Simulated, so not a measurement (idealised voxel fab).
Presented below is a process module, voxel air gaps.
The figure presents cross-section cut, which has a width of 165 nm and is divided into square cells with an edge length of 5 nm.
The cross-sections in this document take the form of a grid made of square cells. They are written out as bands, in order from top to bottom. Each band consists of one or more rows of cells. The band entry comprises the height of the band's top followed by the height of its bottom, expressed in nm, and subsequently the band's materials from left to right, each stated together with its width in nm. Where a single material is marked with the word "edge to edge", that material fills the band from edge to edge. The word "blank" represents empty space. It should be noted that heights are counted from 0, beneath which the wafer as supplied is of one material throughout, and that the lowest band possesses no lower boundary but continues downward, as written in "0 down". It should be noted that a width expressed as "30 to 40" varies in equal increments from row to row of cells within the band, taking the value of the first number at the top row and that of the second number at the bottom row. "no modifications" means the step left every cell of the cross-section as it was. Enclosed voids (no open way to top), threshold 8 cells or more, entry "Closed void entries", notation width x height at distance, distance from left edge, nm. Whatever follows a step's settings on its line is a remark the simulator itself makes about that step. Steps that use a mask can have "overlay nm" on their line. It says how far the mask sat to the right of where it was meant to be. Negative means to the left.

The planned process steps are enumerated hereunder
1,RECEIVE,material Si
2,CONFORMAL_DEP,material SiO2,thk nm 15
3,CONFORMAL_DEP,material SiN,thk nm 5
4,DIRECTIONAL_DEP,material SiO2,thk nm 40
5,PATTERN,tone open,mask id LINES,material resist,width nm 15,pitch nm 40,thk nm 15,overlay nm 0
6,DIRECTIONAL_ETCH,etch materials SiO2,depth nm 40
7,STRIP,etch materials resist
8,CONFORMAL_DEP,material TiN,thk nm 5
9,FILL_DEP,material W,thk nm 10
10,CMP,height nm 60
11,EPI,material Ru,thk nm 10
12,SELECTIVE_ETCH,etch materials SiO2,depth nm 50
13,CONFORMAL_DEP,material SiCN,thk nm 5

Cross-section: wafer on arrival = after step 1
0 down = Si edge to edge
Closed void entries: none

First wafer of two, sectioned at end of module; run went per plan
75 to 70 = 20 blank, 125 SiCN, 20 blank
70 to 60 = 20 blank, 5 SiCN, 35 Ru, 5 SiCN, 35 Ru, 5 SiCN, 35 Ru, 5 SiCN, 20 blank
60 to 55 = 20 blank, 15 SiCN, 5 TiN, 5 W, 5 TiN, 25 SiCN, 5 TiN, 5 W, 5 TiN, 25 SiCN, 5 TiN, 5 W, 5 TiN, 15 SiCN, 20 blank
55 to 25 = 30 blank, 5 SiCN, 5 TiN, 5 W, 5 TiN, 5 SiCN, 15 blank, 5 SiCN, 5 TiN, 5 W, 5 TiN, 5 SiCN, 15 blank, 5 SiCN, 5 TiN, 5 W, 5 TiN, 5 SiCN, 30 blank
25 to 20 = 35 SiCN, 15 TiN, 25 SiCN, 15 TiN, 25 SiCN, 15 TiN, 35 SiCN
20 to 15 = SiN edge to edge
15 to 0 = SiO2 edge to edge
0 down = Si edge to edge
Closed void entries: 15 x 30 at 55; 15 x 30 at 95

Cross-section of the latter of the two wafers at module completion. It had an identical start and an identical plan to the former; in running it, one mistake was made
65 to 60 = SiCN edge to edge
60 to 55 = SiN edge to edge
55 to 0 = SiO2 edge to edge
0 down = Si edge to edge
Closed void entries: none
Against the plan, the run slipped here: mixed up steps 3 and 4 - ran each in the other's place
The second wafer ends with more or fewer cells of some materials than the first, per final count: 42 fewer of Ru | 76 fewer of SiCN | 264 more of SiO2 | 51 fewer of TiN | 21 fewer of W
Long story short, the first wafer ends with 2 closed voids and the second one with 0.
